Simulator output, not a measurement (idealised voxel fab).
process module | voxel wiring stack
Each square cell in cross-section cut measures 5 nm, and the section as a whole is 215 nm wide.
We lay out every cross-section as a grid of square cells and spell it out in bands from the top down, where one band means one or more rows of cells.
Each band's line starts with the height of the band's top and of its bottom, in nm. Then come its materials from left to right, each with its width in nm. One material with "everywhere" fills the band from edge to edge. "air" is empty space.
Basically, 0 is our baseline, since under it the wafer straight out of the box is all one material. The bottom band has no lower end and keeps on going down, so it looks like "0..down".
With a width like "30->40", each row of cells in the band differs from the next by the same amount, the top row carrying the first number and the bottom row the second.
Step note "identical to before" = no cross-section cell changed.
"Sealed void inventory": empty spaces of 8 cells or more with no open way to the top, each given as width x height at distance, distance from the left edge, all in nm.
Note: text after step settings on the step line = simulator remark on that step.
overlay nm: for a step with a mask, the amount by which the mask lay right of where it was planned; a negative amount means left of it.
## Planned step list for the process
- 1: RECEIVE: material Si
- 2: CONFORMAL_DEP: material SiO2, thk nm 15
- 3: DIRECTIONAL_DEP: material TiN, thk nm 5
- 4: DIRECTIONAL_DEP: material W, thk nm 25
- 5: MASKED_ETCH: tone cover, mask id METAL_1, width nm 25, pitch nm 50, etch materials W, depth nm 25, overlay nm 0
- 6: MASKED_ETCH: tone cover, mask id METAL_1, width nm 25, pitch nm 50, etch materials TiN, depth nm 5, overlay nm 0
- 7: CONFORMAL_DEP: material SiCN, thk nm 5
- 8: FILL_DEP: material lowk, thk nm 10
- 9: CMP: height nm 45
- 10: CONFORMAL_DEP: material SiCN, thk nm 5
- 11: DIRECTIONAL_DEP: material lowk, thk nm 10
- 12: DIRECTIONAL_DEP: material aC, thk nm 15
- 13: PATTERN: tone open, mask id PLUG_1, material resist, width nm 15, pitch nm 50, thk nm 35, overlay nm 0
- 14: DIRECTIONAL_ETCH: etch materials aC, depth nm 15
- 15: STRIP: etch materials resist
- 16: DIRECTIONAL_ETCH: etch materials lowk, depth nm 10
- 17: DIRECTIONAL_ETCH: etch materials SiCN, depth nm 5
- 18: STRIP: etch materials aC
- 19: CONFORMAL_DEP: material TiN, thk nm 5
- 20: FILL_DEP: material W, thk nm 5
- 21: CMP: height nm 60
- 22: DIRECTIONAL_DEP: material TiN, thk nm 5
- 23: DIRECTIONAL_DEP: material W, thk nm 15
- 24: MASKED_ETCH: tone cover, mask id METAL_2, width nm 25, pitch nm 50, etch materials W, depth nm 15, overlay nm 0
- 25: MASKED_ETCH: tone cover, mask id METAL_2, width nm 25, pitch nm 50, etch materials TiN, depth nm 5, overlay nm 0
- 26: CONFORMAL_DEP: material SiN, thk nm 5
- 27: FILL_DEP: material SiO2, thk nm 5
- 28: CMP: height nm 80
- 29: CONFORMAL_DEP: material SiCN, thk nm 5
- 30: DIRECTIONAL_DEP: material SiO2, thk nm 25
- 31: DIRECTIONAL_DEP: material aC, thk nm 15
- 32: PATTERN: tone open, mask id METAL_3, material resist, width nm 25, pitch nm 50, thk nm 30, overlay nm 0
- 33: DIRECTIONAL_ETCH: etch materials aC, depth nm 15
- 34: STRIP: etch materials resist
- 35: DIRECTIONAL_ETCH: etch materials SiO2, depth nm 15
- 36: STRIP: etch materials aC
- 37: PATTERN: tone open, mask id METAL_3_HOLES, material resist, width nm 15, thk nm 20, overlay nm 0
- 38: DIRECTIONAL_ETCH: etch materials SiO2, depth nm 10
- 39: DIRECTIONAL_ETCH: etch materials SiCN, depth nm 5
- 40: STRIP: etch materials resist
- 41: CONFORMAL_DEP: material TiN, thk nm 5
- 42: FILL_DEP: material Ru, thk nm 10
- 43: CMP: height nm 110
- 44: CONFORMAL_DEP: material SiN, thk nm 5
## The first of a set of two wafers, run to plan
## Shown in cross-section is the wafer as received, that is, as it stands after step 1
0..down: Si everywhere
Sealed void inventory: none
## Take a look at the wafer's cross-section after step 2
15..0: SiO2 everywhere
Under the height 0 nothing was changed.
## Take a look at the wafer's cross-section after step 3
20..15: TiN everywhere
Under the height 15 nothing was changed.
## Take a look at the wafer's cross-section after step 4
45..20: W everywhere
Under the height 20 nothing was changed.
## Take a look at the wafer's cross-section after step 5
45..20: air=70 | W=25 | air=25 | W=25 | air=70
Under the height 20 nothing was changed.
## Take a look at the wafer's cross-section after step 6
45..20: air=70 | W=25 | air=25 | W=25 | air=70
20..15: air=70 | TiN=25 | air=25 | TiN=25 | air=70
Under the height 15 nothing was changed.
## Take a look at the wafer's cross-section after step 7
50..45: air=65 | SiCN=35 | air=15 | SiCN=35 | air=65
45..20: air=65 | SiCN=5 | W=25 | SiCN=5 | air=15 | SiCN=5 | W=25 | SiCN=5 | air=65
20..15: SiCN=70 | TiN=25 | SiCN=25 | TiN=25 | SiCN=70
Under the height 15 nothing was changed.
## Take a look at the wafer's cross-section after step 8
60..50: lowk everywhere
50..45: lowk=65 | SiCN=35 | lowk=15 | SiCN=35 | lowk=65
45..20: lowk=65 | SiCN=5 | W=25 | SiCN=5 | lowk=15 | SiCN=5 | W=25 | SiCN=5 | lowk=65
Under the height 20 nothing was changed.
## Take a look at the wafer's cross-section after step 9
45..20: lowk=65 | SiCN=5 | W=25 | SiCN=5 | lowk=15 | SiCN=5 | W=25 | SiCN=5 | lowk=65
Under the height 20 nothing was changed.
## Take a look at the wafer's cross-section after step 10
50..45: SiCN everywhere
Under the height 45 nothing was changed.
## Take a look at the wafer's cross-section after step 11
60..50: lowk everywhere
Under the height 50 nothing was changed.
## Take a look at the wafer's cross-section after step 12
75..60: aC everywhere
Under the height 60 nothing was changed.
## Take a look at the wafer's cross-section after step 13
110..75: resist=70 | air=15 | resist=35 | air=15 | resist=80
Under the height 75 nothing was changed.
## Take a look at the wafer's cross-section after step 14
95..75: resist=70 | air=15 | resist=35 | air=15 | resist=80
75..60: aC=70 | air=15 | aC=35 | air=15 | aC=80
Under the height 60 nothing was changed.
## Take a look at the wafer's cross-section after step 15
75..60: aC=70 | air=15 | aC=35 | air=15 | aC=80
Under the height 60 nothing was changed.
## Take a look at the wafer's cross-section after step 16
75..60: aC=70 | air=15 | aC=35 | air=15 | aC=80
60..50: lowk=70 | air=15 | lowk=35 | air=15 | lowk=80
Under the height 50 nothing was changed.
## Take a look at the wafer's cross-section after step 17
75..60: aC=70 | air=15 | aC=35 | air=15 | aC=80
60..50: lowk=70 | air=15 | lowk=35 | air=15 | lowk=80
50..45: SiCN=70 | air=15 | SiCN=35 | air=15 | SiCN=80
Under the height 45 nothing was changed.
## Take a look at the wafer's cross-section after step 18
60..50: lowk=70 | air=15 | lowk=35 | air=15 | lowk=80
Under the height 50 nothing was changed.
## Take a look at the wafer's cross-section after step 19
65..60: TiN=75 | air=5 | TiN=45 | air=5 | TiN=85
60..50: lowk=70 | TiN=5 | air=5 | TiN=5 | lowk=35 | TiN=5 | air=5 | TiN=5 | lowk=80
50..45: SiCN=70 | TiN=15 | SiCN=35 | TiN=15 | SiCN=80
Under the height 45 nothing was changed.
## Take a look at the wafer's cross-section after step 20
70..65: W everywhere
65..60: TiN=75 | W=5 | TiN=45 | W=5 | TiN=85
60..50: lowk=70 | TiN=5 | W=5 | TiN=5 | lowk=35 | TiN=5 | W=5 | TiN=5 | lowk=80
Under the height 50 nothing was changed.
## Take a look at the wafer's cross-section after step 21
60..50: lowk=70 | TiN=5 | W=5 | TiN=5 | lowk=35 | TiN=5 | W=5 | TiN=5 | lowk=80
Under the height 50 nothing was changed.
## Take a look at the wafer's cross-section after step 22
65..60: TiN everywhere
Under the height 60 nothing was changed.
## Take a look at the wafer's cross-section after step 23
80..65: W everywhere
Under the height 65 nothing was changed.
## Take a look at the wafer's cross-section after step 24
80..65: air=70 | W=25 | air=25 | W=25 | air=70
Under the height 65 nothing was changed.
## Take a look at the wafer's cross-section after step 25
80..65: air=70 | W=25 | air=25 | W=25 | air=70
65..60: air=70 | TiN=25 | air=25 | TiN=25 | air=70
Under the height 60 nothing was changed.
## Take a look at the wafer's cross-section after step 26
85..80: air=65 | SiN=35 | air=15 | SiN=35 | air=65
80..65: air=65 | SiN=5 | W=25 | SiN=5 | air=15 | SiN=5 | W=25 | SiN=5 | air=65
65..60: SiN=70 | TiN=25 | SiN=25 | TiN=25 | SiN=70
Under the height 60 nothing was changed.
## Take a look at the wafer's cross-section after step 27
90..85: SiO2 everywhere
85..80: SiO2=65 | SiN=35 | SiO2=15 | SiN=35 | SiO2=65
80..65: SiO2=65 | SiN=5 | W=25 | SiN=5 | SiO2=15 | SiN=5 | W=25 | SiN=5 | SiO2=65
Under the height 65 nothing was changed.
## Take a look at the wafer's cross-section after step 28
80..65: SiO2=65 | SiN=5 | W=25 | SiN=5 | SiO2=15 | SiN=5 | W=25 | SiN=5 | SiO2=65
Under the height 65 nothing was changed.
## Take a look at the wafer's cross-section after step 29
85..80: SiCN everywhere
Under the height 80 nothing was changed.
## Take a look at the wafer's cross-section after step 30
110..85: SiO2 everywhere
Under the height 85 nothing was changed.
## Take a look at the wafer's cross-section after step 31
125..110: aC everywhere
Under the height 110 nothing was changed.
## Take a look at the wafer's cross-section after step 32
155..125: resist=70 | air=25 | resist=25 | air=25 | resist=70
Under the height 125 nothing was changed.
## Take a look at the wafer's cross-section after step 33
140..125: resist=70 | air=25 | resist=25 | air=25 | resist=70
125..110: aC=70 | air=25 | aC=25 | air=25 | aC=70
Under the height 110 nothing was changed.
## Take a look at the wafer's cross-section after step 34
125..110: aC=70 | air=25 | aC=25 | air=25 | aC=70
Under the height 110 nothing was changed.
## Take a look at the wafer's cross-section after step 35
125..110: aC=70 | air=25 | aC=25 | air=25 | aC=70
110..95: SiO2=70 | air=25 | SiO2=25 | air=25 | SiO2=70
Under the height 95 nothing was changed.
## Take a look at the wafer's cross-section after step 36
110..95: SiO2=70 | air=25 | SiO2=25 | air=25 | SiO2=70
Under the height 95 nothing was changed.
## Take a look at the wafer's cross-section after step 37
130..110: resist=70 | air=15 | resist=130
110..95: SiO2=70 | air=15 | resist=10 | SiO2=25 | resist=25 | SiO2=70
Under the height 95 nothing was changed.
## Take a look at the wafer's cross-section after step 38
130..110: resist=70 | air=15 | resist=130
110..95: SiO2=70 | air=15 | resist=10 | SiO2=25 | resist=25 | SiO2=70
95..85: SiO2=70 | air=15 | SiO2=130
Under the height 85 nothing was changed.
## Take a look at the wafer's cross-section after step 39
130..110: resist=70 | air=15 | resist=130
110..95: SiO2=70 | air=15 | resist=10 | SiO2=25 | resist=25 | SiO2=70
95..85: SiO2=70 | air=15 | SiO2=130
85..80: SiCN=70 | air=15 | SiCN=130
Under the height 80 nothing was changed.
## Take a look at the wafer's cross-section after step 40
110..95: SiO2=70 | air=25 | SiO2=25 | air=25 | SiO2=70
Under the height 95 nothing was changed.
## Take a look at the wafer's cross-section after step 41
115..110: TiN=75 | air=15 | TiN=35 | air=15 | TiN=75
110..100: SiO2=70 | TiN=5 | air=15 | TiN=5 | SiO2=25 | TiN=5 | air=15 | TiN=5 | SiO2=70
100..95: SiO2=70 | TiN=5 | air=5 | TiN=15 | SiO2=25 | TiN=25 | SiO2=70
95..85: SiO2=70 | TiN=5 | air=5 | TiN=5 | SiO2=130
85..80: SiCN=70 | TiN=15 | SiCN=130
Under the height 80 nothing was changed.
## Take a look at the wafer's cross-section after step 42
125..115: Ru everywhere
115..110: TiN=75 | Ru=15 | TiN=35 | Ru=15 | TiN=75
110..100: SiO2=70 | TiN=5 | Ru=15 | TiN=5 | SiO2=25 | TiN=5 | Ru=15 | TiN=5 | SiO2=70
100..95: SiO2=70 | TiN=5 | Ru=5 | TiN=15 | SiO2=25 | TiN=25 | SiO2=70
95..85: SiO2=70 | TiN=5 | Ru=5 | TiN=5 | SiO2=130
Under the height 85 nothing was changed.
## Take a look at the wafer's cross-section after step 43
110..100: SiO2=70 | TiN=5 | Ru=15 | TiN=5 | SiO2=25 | TiN=5 | Ru=15 | TiN=5 | SiO2=70
Under the height 100 nothing was changed.
## Take a look at the wafer's cross-section after step 44
115..110: SiN everywhere
Under the height 110 nothing was changed.
## Second of two: same start, same plan, one run error; steps up to and including 29 match the first
## At the planned end of step 30, the second wafer in cross-section
100..85: aC everywhere
Under the height 85 nothing was changed.
## At the planned end of step 31, the second wafer in cross-section
125..100: SiO2 everywhere
Under the height 100 nothing was changed.
## At the planned end of step 32, the second wafer in cross-section
155..125: resist=70 | air=25 | resist=25 | air=25 | resist=70
Under the height 125 nothing was changed.
## At the planned end of step 33, the second wafer in cross-section
140..125: resist=70 | air=25 | resist=25 | air=25 | resist=70
Under the height 125 nothing was changed.
## At the planned end of step 34, the second wafer in cross-section
125..100: SiO2 everywhere
Under the height 100 nothing was changed.
## At the planned end of step 35, the second wafer in cross-section
110..100: SiO2 everywhere
Under the height 100 nothing was changed.
At the planned end of step 36, the second wafer in cross-section: identical to before
## At the planned end of step 37, the second wafer in cross-section
130..110: resist=70 | air=15 | resist=130
Under the height 110 nothing was changed.
## At the planned end of step 38, the second wafer in cross-section
130..110: resist=70 | air=15 | resist=130
110..100: SiO2=70 | air=15 | SiO2=130
Under the height 100 nothing was changed.
At the planned end of step 39, the second wafer in cross-section: identical to before
## At the planned end of step 40, the second wafer in cross-section
110..100: SiO2=70 | air=15 | SiO2=130
Under the height 100 nothing was changed.
## At the planned end of step 41, the second wafer in cross-section
115..110: TiN=75 | air=5 | TiN=135
110..105: SiO2=70 | TiN=5 | air=5 | TiN=5 | SiO2=130
105..100: SiO2=70 | TiN=15 | SiO2=130
Under the height 100 nothing was changed.
## At the planned end of step 42, the second wafer in cross-section
125..115: Ru everywhere
115..110: TiN=75 | Ru=5 | TiN=135
110..105: SiO2=70 | TiN=5 | Ru=5 | TiN=5 | SiO2=130
Under the height 105 nothing was changed.
## At the planned end of step 43, the second wafer in cross-section
110..105: SiO2=70 | TiN=5 | Ru=5 | TiN=5 | SiO2=130
Under the height 105 nothing was changed.
## At the planned end of step 44, the second wafer in cross-section
115..110: SiN everywhere
Under the height 110 nothing was changed.
Where did the run depart from the plan? the executed order of steps 30 and 31 is the reverse of that specified in the plan, each step having taken the other's position
Once processing is complete, comparing cell counts shows that the second wafer has more or fewer of certain materials than the first: Ru: 14 fewer | SiCN: 3 more | SiO2: 99 fewer | TiN: 19 fewer | aC: 129 more
